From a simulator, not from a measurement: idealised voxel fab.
process module | voxel gate over fins
cross-section cut | 165 nm wide | cells 5 nm
A cross-section is a grid of square cells, given in bands from the top down. A band is one or more rows of cells.
Each band's line starts with the height of the band's top and of its bottom, in nm. Then come its materials from left to right, each with its width in nm. One material with "throughout" fills the band from edge to edge. "air" is empty space.
Height 0 is the level under which the wafer as received is all one material. The lowest band goes on downwards, as in "0 down".
A width such as "30 to 40" changes by the same amount from each row of cells to the next, from the band's top row to its bottom row.
"no change" after a step means that no cell of the cross-section changed.
closed voids: empty space of 8 cells or more with no open way to the top, each as width x height at its distance from the left edge, in nm
after a step's settings: what the simulator itself notes on the step
overlay nm, on a step with a mask: how far to the right of its planned place the mask lay; to the left if negative
plan
1 op RECEIVE | material Si
2 op CONFORMAL_DEP | material SiN | thk nm 10
3 op MASKED_ETCH | tone cover | mask id FINS | width nm 15 | pitch nm 55 | etch materials SiN | depth nm 10 | overlay nm 0
4 op MASKED_ETCH | tone cover | mask id FINS | width nm 15 | pitch nm 55 | etch materials Si | depth nm 30 | overlay nm 0
5 op OXIDIZE | depth nm 5
6 op FILL_DEP | material SiO2 | thk nm 5
7 op CMP | height nm 10
8 op DIRECTIONAL_DEP | material aC | thk nm 10
9 op PATTERN | tone open | mask id RAIL | material resist | width nm 15 | thk nm 30 | overlay nm 0
10 op DIRECTIONAL_ETCH | etch materials aC | depth nm 10
11 op STRIP | etch materials resist
12 op DIRECTIONAL_ETCH | etch materials SiO2 | depth nm 35
13 op STRIP | etch materials aC
14 op CONFORMAL_DEP | material TiN | thk nm 5
15 op FILL_DEP | material W | thk nm 5
16 op CMP | height nm 10
17 op SELECTIVE_ETCH | etch materials W Ru TiN | depth nm 30
18 op FILL_DEP | material SiO2 | thk nm 5
19 op CMP | height nm 10
20 op SELECTIVE_ETCH | etch materials SiO2 | depth nm 20
21 op STRIP | etch materials SiN
22 op CONFORMAL_DEP | material HfO2 | thk nm 5
23 op CONFORMAL_DEP | material TiN | thk nm 5
24 op CONFORMAL_DEP | material TiAl | thk nm 5
25 op CONFORMAL_DEP | material TiN | thk nm 5
26 op FILL_DEP | material W | thk nm 10
27 op CMP | height nm 25
28 op CONFORMAL_DEP | material SiN | thk nm 10
first wafer, as planned
as received, after step 1
  0 down: Si throughout
  closed voids: none
after step 2
  10 to 0: SiN throughout
  below 0: unchanged
after step 3
  10 to 0: air 45 | SiN 15 | air 40 | SiN 15 | air 50
  below 0: unchanged
after step 4
  10 to 0: air 45 | SiN 15 | air 40 | SiN 15 | air 50
  0 to -30: air 45 | Si 15 | air 40 | Si 15 | air 50
  below -30: unchanged
after step 5
  10 to 0: air 45 | SiN 15 | air 40 | SiN 15 | air 50
  0 to -30: air 45 | SiO2 5 | Si 5 | SiO2 5 | air 40 | SiO2 5 | Si 5 | SiO2 5 | air 50
  -30 to -35: SiO2 50 | Si 5 | SiO2 50 | Si 5 | SiO2 55
  below -35: unchanged
after step 6
  15 to 10: SiO2 throughout
  10 to 0: SiO2 45 | SiN 15 | SiO2 40 | SiN 15 | SiO2 50
  0 to -35: SiO2 50 | Si 5 | SiO2 50 | Si 5 | SiO2 55
  below -35: unchanged
after step 7
  10 to 0: SiO2 45 | SiN 15 | SiO2 40 | SiN 15 | SiO2 50
  below 0: unchanged
after step 8
  20 to 10: aC throughout
  below 10: unchanged
after step 9
  50 to 20: resist 70 | air 15 | resist 80
  below 20: unchanged
after step 10
  40 to 20: resist 70 | air 15 | resist 80
  20 to 10: aC 70 | air 15 | aC 80
  below 10: unchanged
after step 11
  20 to 10: aC 70 | air 15 | aC 80
  below 10: unchanged
after step 12
  20 to 10: aC 70 | air 15 | aC 80
  10 to 0: SiO2 45 | SiN 15 | SiO2 10 | air 15 | SiO2 15 | SiN 15 | SiO2 50
  0 to -25: SiO2 50 | Si 5 | SiO2 15 | air 15 | SiO2 20 | Si 5 | SiO2 55
  below -25: unchanged
after step 13
  10 to 0: SiO2 45 | SiN 15 | SiO2 10 | air 15 | SiO2 15 | SiN 15 | SiO2 50
  below 0: unchanged
after step 14
  15 to 10: TiN 75 | air 5 | TiN 85
  10 to 0: SiO2 45 | SiN 15 | SiO2 10 | TiN 5 | air 5 | TiN 5 | SiO2 15 | SiN 15 | SiO2 50
  0 to -20: SiO2 50 | Si 5 | SiO2 15 | TiN 5 | air 5 | TiN 5 | SiO2 20 | Si 5 | SiO2 55
  -20 to -25: SiO2 50 | Si 5 | SiO2 15 | TiN 15 | SiO2 20 | Si 5 | SiO2 55
  below -25: unchanged
after step 15
  20 to 15: W throughout
  15 to 10: TiN 75 | W 5 | TiN 85
  10 to 0: SiO2 45 | SiN 15 | SiO2 10 | TiN 5 | W 5 | TiN 5 | SiO2 15 | SiN 15 | SiO2 50
  0 to -20: SiO2 50 | Si 5 | SiO2 15 | TiN 5 | W 5 | TiN 5 | SiO2 20 | Si 5 | SiO2 55
  below -20: unchanged
after step 16
  10 to 0: SiO2 45 | SiN 15 | SiO2 10 | TiN 5 | W 5 | TiN 5 | SiO2 15 | SiN 15 | SiO2 50
  below 0: unchanged
after step 17
  10 to 0: SiO2 45 | SiN 15 | SiO2 10 | air 15 | SiO2 15 | SiN 15 | SiO2 50
  0 to -20: SiO2 50 | Si 5 | SiO2 15 | air 15 | SiO2 20 | Si 5 | SiO2 55
  below -20: unchanged
after step 18
  15 to 10: SiO2 throughout
  10 to 0: SiO2 45 | SiN 15 | SiO2 40 | SiN 15 | SiO2 50
  0 to -20: SiO2 50 | Si 5 | SiO2 50 | Si 5 | SiO2 55
  below -20: unchanged
after step 19
  10 to 0: SiO2 45 | SiN 15 | SiO2 40 | SiN 15 | SiO2 50
  below 0: unchanged
after step 20
  10 to 0: air 45 | SiN 15 | air 40 | SiN 15 | air 50
  0 to -10: air 50 | Si 5 | air 50 | Si 5 | air 55
  below -10: unchanged
after step 21
  0 to -10: air 50 | Si 5 | air 50 | Si 5 | air 55
  below -10: unchanged
after step 22
  5 to 0: air 45 | HfO2 15 | air 40 | HfO2 15 | air 50
  0 to -5: air 45 | HfO2 5 | Si 5 | HfO2 5 | air 40 | HfO2 5 | Si 5 | HfO2 5 | air 50
  -5 to -10: HfO2 50 | Si 5 | HfO2 50 | Si 5 | HfO2 55
  below -10: unchanged
after step 23
  10 to 5: air 40 | TiN 25 | air 30 | TiN 25 | air 45
  5 to 0: air 40 | TiN 5 | HfO2 15 | TiN 5 | air 30 | TiN 5 | HfO2 15 | TiN 5 | air 45
  0 to -5: TiN 45 | HfO2 5 | Si 5 | HfO2 5 | TiN 40 | HfO2 5 | Si 5 | HfO2 5 | TiN 50
  below -5: unchanged
after step 24
  15 to 10: air 35 | TiAl 35 | air 20 | TiAl 35 | air 40
  10 to 5: air 35 | TiAl 5 | TiN 25 | TiAl 5 | air 20 | TiAl 5 | TiN 25 | TiAl 5 | air 40
  5 to 0: TiAl 40 | TiN 5 | HfO2 15 | TiN 5 | TiAl 30 | TiN 5 | HfO2 15 | TiN 5 | TiAl 45
  below 0: unchanged
after step 25
  20 to 15: air 30 | TiN 45 | air 10 | TiN 45 | air 35
  15 to 10: air 30 | TiN 5 | TiAl 35 | TiN 5 | air 10 | TiN 5 | TiAl 35 | TiN 5 | air 35
  10 to 5: TiN 35 | TiAl 5 | TiN 25 | TiAl 5 | TiN 20 | TiAl 5 | TiN 25 | TiAl 5 | TiN 40
  below 5: unchanged
after step 26
  30 to 20: W throughout
  20 to 15: W 30 | TiN 45 | W 10 | TiN 45 | W 35
  15 to 10: W 30 | TiN 5 | TiAl 35 | TiN 5 | W 10 | TiN 5 | TiAl 35 | TiN 5 | W 35
  below 10: unchanged
after step 27
  25 to 20: W throughout
  below 20: unchanged
after step 28
  35 to 25: SiN throughout
  below 25: unchanged
second wafer: like start, like plan, one mistake. Through step 8 it matches the first wafer
when step 9 should have ended
  50 to 20: resist 70 | air 20 | resist 75
  below 20: unchanged
when step 10 should have ended
  40 to 20: resist 70 | air 20 | resist 75
  20 to 10: aC 70 | air 20 | aC 75
  below 10: unchanged
when step 11 should have ended
  20 to 10: aC 70 | air 20 | aC 75
  below 10: unchanged
when step 12 should have ended
  20 to 10: aC 70 | air 20 | aC 75
  10 to 0: SiO2 45 | SiN 15 | SiO2 10 | air 20 | SiO2 10 | SiN 15 | SiO2 50
  0 to -25: SiO2 50 | Si 5 | SiO2 15 | air 20 | SiO2 15 | Si 5 | SiO2 55
  below -25: unchanged
when step 13 should have ended
  10 to 0: SiO2 45 | SiN 15 | SiO2 10 | air 20 | SiO2 10 | SiN 15 | SiO2 50
  below 0: unchanged
when step 14 should have ended
  15 to 10: TiN 75 | air 10 | TiN 80
  10 to 0: SiO2 45 | SiN 15 | SiO2 10 | TiN 5 | air 10 | TiN 5 | SiO2 10 | SiN 15 | SiO2 50
  0 to -20: SiO2 50 | Si 5 | SiO2 15 | TiN 5 | air 10 | TiN 5 | SiO2 15 | Si 5 | SiO2 55
  -20 to -25: SiO2 50 | Si 5 | SiO2 15 | TiN 20 | SiO2 15 | Si 5 | SiO2 55
  below -25: unchanged
when step 15 should have ended
  20 to 15: W throughout
  15 to 10: TiN 75 | W 10 | TiN 80
  10 to 0: SiO2 45 | SiN 15 | SiO2 10 | TiN 5 | W 10 | TiN 5 | SiO2 10 | SiN 15 | SiO2 50
  0 to -20: SiO2 50 | Si 5 | SiO2 15 | TiN 5 | W 10 | TiN 5 | SiO2 15 | Si 5 | SiO2 55
  below -20: unchanged
when step 16 should have ended
  10 to 0: SiO2 45 | SiN 15 | SiO2 10 | TiN 5 | W 10 | TiN 5 | SiO2 10 | SiN 15 | SiO2 50
  below 0: unchanged
when step 17 should have ended
  10 to 0: SiO2 45 | SiN 15 | SiO2 10 | air 20 | SiO2 10 | SiN 15 | SiO2 50
  0 to -20: SiO2 50 | Si 5 | SiO2 15 | air 20 | SiO2 15 | Si 5 | SiO2 55
  below -20: unchanged
when step 18 should have ended
  15 to 10: SiO2 throughout
  10 to 0: SiO2 45 | SiN 15 | SiO2 40 | SiN 15 | SiO2 50
  0 to -20: SiO2 50 | Si 5 | SiO2 50 | Si 5 | SiO2 55
  below -20: unchanged
when step 19 should have ended
  10 to 0: SiO2 45 | SiN 15 | SiO2 40 | SiN 15 | SiO2 50
  below 0: unchanged
when step 20 should have ended
  10 to 0: air 45 | SiN 15 | air 40 | SiN 15 | air 50
  0 to -10: air 50 | Si 5 | air 50 | Si 5 | air 55
  below -10: unchanged
when step 21 should have ended
  0 to -10: air 50 | Si 5 | air 50 | Si 5 | air 55
  below -10: unchanged
when step 22 should have ended
  5 to 0: air 45 | HfO2 15 | air 40 | HfO2 15 | air 50
  0 to -5: air 45 | HfO2 5 | Si 5 | HfO2 5 | air 40 | HfO2 5 | Si 5 | HfO2 5 | air 50
  -5 to -10: HfO2 50 | Si 5 | HfO2 50 | Si 5 | HfO2 55
  below -10: unchanged
when step 23 should have ended
  10 to 5: air 40 | TiN 25 | air 30 | TiN 25 | air 45
  5 to 0: air 40 | TiN 5 | HfO2 15 | TiN 5 | air 30 | TiN 5 | HfO2 15 | TiN 5 | air 45
  0 to -5: TiN 45 | HfO2 5 | Si 5 | HfO2 5 | TiN 40 | HfO2 5 | Si 5 | HfO2 5 | TiN 50
  below -5: unchanged
when step 24 should have ended
  15 to 10: air 35 | TiAl 35 | air 20 | TiAl 35 | air 40
  10 to 5: air 35 | TiAl 5 | TiN 25 | TiAl 5 | air 20 | TiAl 5 | TiN 25 | TiAl 5 | air 40
  5 to 0: TiAl 40 | TiN 5 | HfO2 15 | TiN 5 | TiAl 30 | TiN 5 | HfO2 15 | TiN 5 | TiAl 45
  below 0: unchanged
when step 25 should have ended
  20 to 15: air 30 | TiN 45 | air 10 | TiN 45 | air 35
  15 to 10: air 30 | TiN 5 | TiAl 35 | TiN 5 | air 10 | TiN 5 | TiAl 35 | TiN 5 | air 35
  10 to 5: TiN 35 | TiAl 5 | TiN 25 | TiAl 5 | TiN 20 | TiAl 5 | TiN 25 | TiAl 5 | TiN 40
  below 5: unchanged
when step 26 should have ended
  30 to 20: W throughout
  20 to 15: W 30 | TiN 45 | W 10 | TiN 45 | W 35
  15 to 10: W 30 | TiN 5 | TiAl 35 | TiN 5 | W 10 | TiN 5 | TiAl 35 | TiN 5 | W 35
  below 10: unchanged
when step 27 should have ended
  25 to 20: W throughout
  below 20: unchanged
when step 28 should have ended
  35 to 25: SiN throughout
  below 25: unchanged
what went wrong: step 9 ran as: op PATTERN | tone open | mask id RAIL | material resist | width nm 20 | thk nm 30 | overlay nm 0
at the end the second wafer has, in cells: 1 fewer of SiO2 | 1 more of TiN
